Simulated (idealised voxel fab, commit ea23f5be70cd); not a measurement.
The name of this process module is voxel trench capacitor.
For reference, the cross-section in this document is cut, with width 300 nm and square cells of 5 nm.
Cross-section = grid of square cells, listed top down in bands; band = one or more rows.
In this notation a band is specified by the heights of its top and bottom, in that order and in nm, after which its materials appear from left to right, each paired with its width in nm. The word "edge to edge" attached to a single material means that material fills the band from edge to edge; the word "air" stands for empty space.
Basically, 0 is our baseline, since under it the wafer straight out of the box is all one material. The bottom band has no lower end and keeps on going down, so it looks like "top 0, no bottom".
It should be noted that a width expressed as "30..40" varies in equal increments from row to row of cells within the band, taking the value of the first number at the top row and that of the second number at the bottom row.
Take "everything unchanged" at face value: in the step it is given for, the cross-section changed in none of its cells.
Under "Enclosed internal voids" you'll find the enclosed gaps, the ones with no way out to the top, that are 8 cells or bigger; each reads width x height at distance, with distance counted from the left edge, everything in nm.
Formally, on a step line, whatever follows the settings is a remark that the simulator itself makes on the step.
overlay nm: mask right of planned place by this much (step with mask). Neg. = left.

Process steps (planned)
1 RECEIVE [material Si]
2 CONFORMAL_DEP [material SiN] [thk nm 10]
3 MASKED_ETCH [tone open] [mask id TRENCH] [width nm 30] [pitch nm 55] [etch materials SiN] [depth nm 10] [overlay nm 0]
4 MASKED_ETCH [tone open] [mask id TRENCH] [width nm 30] [pitch nm 55] [etch materials Si] [depth nm 30] [overlay nm 0]
5 CONFORMAL_DEP [material HfO2] [thk nm 5]
6 CONFORMAL_DEP [material TiN] [thk nm 5]
7 FILL_DEP [material W] [thk nm 10]
8 CMP [height nm 10]

On the first of the two wafers: run conducted according to plan

Step 1 complete: cross-section of the wafer as received
- top 0, no bottom  Si edge to edge
- Enclosed internal voids: none

Take a look at the wafer's cross-section after step 2
- top 10, bottom 0  SiN edge to edge
- For the remainder of the cross-section, below 0, there is no change.

Take a look at the wafer's cross-section after step 3
- top 10, bottom 0  50 of SiN / 30 of air / 25 of SiN / 30 of air / 25 of SiN / 30 of air / 25 of SiN / 30 of air / 55 of SiN
- For the remainder of the cross-section, below 0, there is no change.

Take a look at the wafer's cross-section after step 4
- top 10, bottom 0  50 of SiN / 30 of air / 25 of SiN / 30 of air / 25 of SiN / 30 of air / 25 of SiN / 30 of air / 55 of SiN
- top 0, bottom -30  50 of Si / 30 of air / 25 of Si / 30 of air / 25 of Si / 30 of air / 25 of Si / 30 of air / 55 of Si
- For the remainder of the cross-section, below -30, there is no change.

Take a look at the wafer's cross-section after step 5
- top 15, bottom 10  55 of HfO2 / 20 of air / 35 of HfO2 / 20 of air / 35 of HfO2 / 20 of air / 35 of HfO2 / 20 of air / 60 of HfO2
- top 10, bottom 0  50 of SiN / 5 of HfO2 / 20 of air / 5 of HfO2 / 25 of SiN / 5 of HfO2 / 20 of air / 5 of HfO2 / 25 of SiN / 5 of HfO2 / 20 of air / 5 of HfO2 / 25 of SiN / 5 of HfO2 / 20 of air / 5 of HfO2 / 55 of SiN
- top 0, bottom -25  50 of Si / 5 of HfO2 / 20 of air / 5 of HfO2 / 25 of Si / 5 of HfO2 / 20 of air / 5 of HfO2 / 25 of Si / 5 of HfO2 / 20 of air / 5 of HfO2 / 25 of Si / 5 of HfO2 / 20 of air / 5 of HfO2 / 55 of Si
- top -25, bottom -30  50 of Si / 30 of HfO2 / 25 of Si / 30 of HfO2 / 25 of Si / 30 of HfO2 / 25 of Si / 30 of HfO2 / 55 of Si
- For the remainder of the cross-section, below -30, there is no change.

Take a look at the wafer's cross-section after step 6
- top 20, bottom 15  60 of TiN / 10 of air / 45 of TiN / 10 of air / 45 of TiN / 10 of air / 45 of TiN / 10 of air / 65 of TiN
- top 15, bottom 10  55 of HfO2 / 5 of TiN / 10 of air / 5 of TiN / 35 of HfO2 / 5 of TiN / 10 of air / 5 of TiN / 35 of HfO2 / 5 of TiN / 10 of air / 5 of TiN / 35 of HfO2 / 5 of TiN / 10 of air / 5 of TiN / 60 of HfO2
- top 10, bottom 0  50 of SiN / 5 of HfO2 / 5 of TiN / 10 of air / 5 of TiN / 5 of HfO2 / 25 of SiN / 5 of HfO2 / 5 of TiN / 10 of air / 5 of TiN / 5 of HfO2 / 25 of SiN / 5 of HfO2 / 5 of TiN / 10 of air / 5 of TiN / 5 of HfO2 / 25 of SiN / 5 of HfO2 / 5 of TiN / 10 of air / 5 of TiN / 5 of HfO2 / 55 of SiN
- top 0, bottom -20  50 of Si / 5 of HfO2 / 5 of TiN / 10 of air / 5 of TiN / 5 of HfO2 / 25 of Si / 5 of HfO2 / 5 of TiN / 10 of air / 5 of TiN / 5 of HfO2 / 25 of Si / 5 of HfO2 / 5 of TiN / 10 of air / 5 of TiN / 5 of HfO2 / 25 of Si / 5 of HfO2 / 5 of TiN / 10 of air / 5 of TiN / 5 of HfO2 / 55 of Si
- top -20, bottom -25  50 of Si / 5 of HfO2 / 20 of TiN / 5 of HfO2 / 25 of Si / 5 of HfO2 / 20 of TiN / 5 of HfO2 / 25 of Si / 5 of HfO2 / 20 of TiN / 5 of HfO2 / 25 of Si / 5 of HfO2 / 20 of TiN / 5 of HfO2 / 55 of Si
- For the remainder of the cross-section, below -25, there is no change.

Take a look at the wafer's cross-section after step 7
- top 30, bottom 20  W edge to edge
- top 20, bottom 15  60 of TiN / 10 of W / 45 of TiN / 10 of W / 45 of TiN / 10 of W / 45 of TiN / 10 of W / 65 of TiN
- top 15, bottom 10  55 of HfO2 / 5 of TiN / 10 of W / 5 of TiN / 35 of HfO2 / 5 of TiN / 10 of W / 5 of TiN / 35 of HfO2 / 5 of TiN / 10 of W / 5 of TiN / 35 of HfO2 / 5 of TiN / 10 of W / 5 of TiN / 60 of HfO2
- top 10, bottom 0  50 of SiN / 5 of HfO2 / 5 of TiN / 10 of W / 5 of TiN / 5 of HfO2 / 25 of SiN / 5 of HfO2 / 5 of TiN / 10 of W / 5 of TiN / 5 of HfO2 / 25 of SiN / 5 of HfO2 / 5 of TiN / 10 of W / 5 of TiN / 5 of HfO2 / 25 of SiN / 5 of HfO2 / 5 of TiN / 10 of W / 5 of TiN / 5 of HfO2 / 55 of SiN
- top 0, bottom -20  50 of Si / 5 of HfO2 / 5 of TiN / 10 of W / 5 of TiN / 5 of HfO2 / 25 of Si / 5 of HfO2 / 5 of TiN / 10 of W / 5 of TiN / 5 of HfO2 / 25 of Si / 5 of HfO2 / 5 of TiN / 10 of W / 5 of TiN / 5 of HfO2 / 25 of Si / 5 of HfO2 / 5 of TiN / 10 of W / 5 of TiN / 5 of HfO2 / 55 of Si
- For the remainder of the cross-section, below -20, there is no change.

Take a look at the wafer's cross-section after step 8
- top 10, bottom 0  50 of SiN / 5 of HfO2 / 5 of TiN / 10 of W / 5 of TiN / 5 of HfO2 / 25 of SiN / 5 of HfO2 / 5 of TiN / 10 of W / 5 of TiN / 5 of HfO2 / 25 of SiN / 5 of HfO2 / 5 of TiN / 10 of W / 5 of TiN / 5 of HfO2 / 25 of SiN / 5 of HfO2 / 5 of TiN / 10 of W / 5 of TiN / 5 of HfO2 / 55 of SiN
- For the remainder of the cross-section, below 0, there is no change.

Wafer two. Identical start, identical plan. One mistake in execution. Identical history through step 1

Planned end of step 2: second wafer, cross-section
- top 10, bottom 0  W edge to edge
- For the remainder of the cross-section, below 0, there is no change.

Planned end of step 3: second wafer, cross-section: everything unchanged

Planned end of step 4: second wafer, cross-section: everything unchanged

Planned end of step 5: second wafer, cross-section
- top 15, bottom 10  HfO2 edge to edge
- For the remainder of the cross-section, below 10, there is no change.

Planned end of step 6: second wafer, cross-section
- top 20, bottom 15  TiN edge to edge
- For the remainder of the cross-section, below 15, there is no change.

Planned end of step 7: second wafer, cross-section
- top 30, bottom 20  W edge to edge
- For the remainder of the cross-section, below 20, there is no change.

Planned end of step 8: second wafer, cross-section
- top 10, bottom 0  W edge to edge
- For the remainder of the cross-section, below 0, there is no change.
Heads up, the wafer didn't run the way we planned it: step 2: run off-plan, actual operation and settings CONFORMAL_DEP [material W] [thk nm 10]
Wrapping up, a cell-based count of both wafers puts the second over or under the first for these materials: HfO2: 80 fewer | Si: 144 more | SiN: 72 fewer | TiN: 64 fewer | W: 72 more
